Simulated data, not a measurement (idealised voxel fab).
process module | voxel self aligned vias
cross-section cut | 240 nm wide | cells 5 nm
A cross-section is a grid of square cells, given in bands from the top down. A band is one or more rows of cells.
Each band's line starts with the height of the band's top and of its bottom, in nm. Then come its materials from left to right, each with its width in nm. One material with "throughout" fills the band from edge to edge. "air" is empty space.
Height 0 is the level under which the wafer as received is all one material. The lowest band goes on downwards, as in "0 down".
A width such as "30 to 40" changes by the same amount from each row of cells to the next, from the band's top row to its bottom row.
"no change" after a step means that no cell of the cross-section changed.
closed voids: empty space of 8 cells or more with no open way to the top, each as width x height at its distance from the left edge, in nm
after a step's settings: what the simulator itself notes on the step
overlay nm, on a step with a mask: how far to the right of its planned place the mask lay; to the left if negative
plan
1 op RECEIVE | material Si
2 op CONFORMAL_DEP | material SiO2 | thk nm 15
3 op CONFORMAL_DEP | material SiCN | thk nm 5
4 op DIRECTIONAL_DEP | material SiO2 | thk nm 30
5 op DIRECTIONAL_DEP | material aC | thk nm 10
6 op PATTERN | tone open | mask id LINES | material resist | width nm 20 | pitch nm 50 | thk nm 30 | overlay nm 0
7 op DIRECTIONAL_ETCH | etch materials aC | depth nm 10
8 op STRIP | etch materials resist
9 op DIRECTIONAL_ETCH | etch materials SiO2 | depth nm 30
10 op STRIP | etch materials aC
11 op CONFORMAL_DEP | material TiN | thk nm 5
12 op FILL_DEP | material Ru | thk nm 5
13 op CMP | height nm 50
14 op SELECTIVE_ETCH | etch materials W Ru TiN | depth nm 5
15 op FILL_DEP | material SiN | thk nm 5
16 op CMP | height nm 50
17 op DIRECTIONAL_DEP | material SiO2 | thk nm 20
18 op PATTERN | tone open | mask id VIAS | material resist | width nm 30 | pitch nm 100 | thk nm 20 | overlay nm 0
19 op DIRECTIONAL_ETCH | etch materials SiO2 | depth nm 20
20 op DIRECTIONAL_ETCH | etch materials SiN | depth nm 5
21 op STRIP | etch materials resist
22 op CONFORMAL_DEP | material TiN | thk nm 5
23 op FILL_DEP | material Cu | thk nm 5
24 op CMP | height nm 70
25 op CONFORMAL_DEP | material SiN | thk nm 5
as received, after step 1
  0 down: Si throughout
  closed voids: none
a wafer at the end: this start, this plan, one mistake
  75 to 70: SiN throughout
  70 to 55: SiO2 55 | TiN 5 | Cu 20 | TiN 5 | SiO2 70 | TiN 5 | Cu 20 | TiN 5 | SiO2 55
  55 to 50: SiO2 55 | TiN 10 | Cu 10 | TiN 10 | SiO2 70 | TiN 10 | Cu 10 | TiN 10 | SiO2 55
  50 to 45: SiO2 60 | TiN 20 | SiO2 30 | SiN 20 | SiO2 30 | TiN 20 | SiO2 60
  45 to 35: SiO2 60 | TiN 5 | Ru 10 | TiN 5 | SiO2 30 | TiN 5 | Ru 10 | TiN 5 | SiO2 30 | TiN 5 | Ru 10 | TiN 5 | SiO2 60
  35 to 30: SiO2 60 | TiN 20 | SiO2 30 | TiN 20 | SiO2 30 | TiN 20 | SiO2 60
  30 to 25: SiCN throughout
  25 to 0: SiO2 throughout
  0 down: Si throughout
  closed voids: none
what went wrong: step 2 ran as: op CONFORMAL_DEP | material SiO2 | thk nm 25
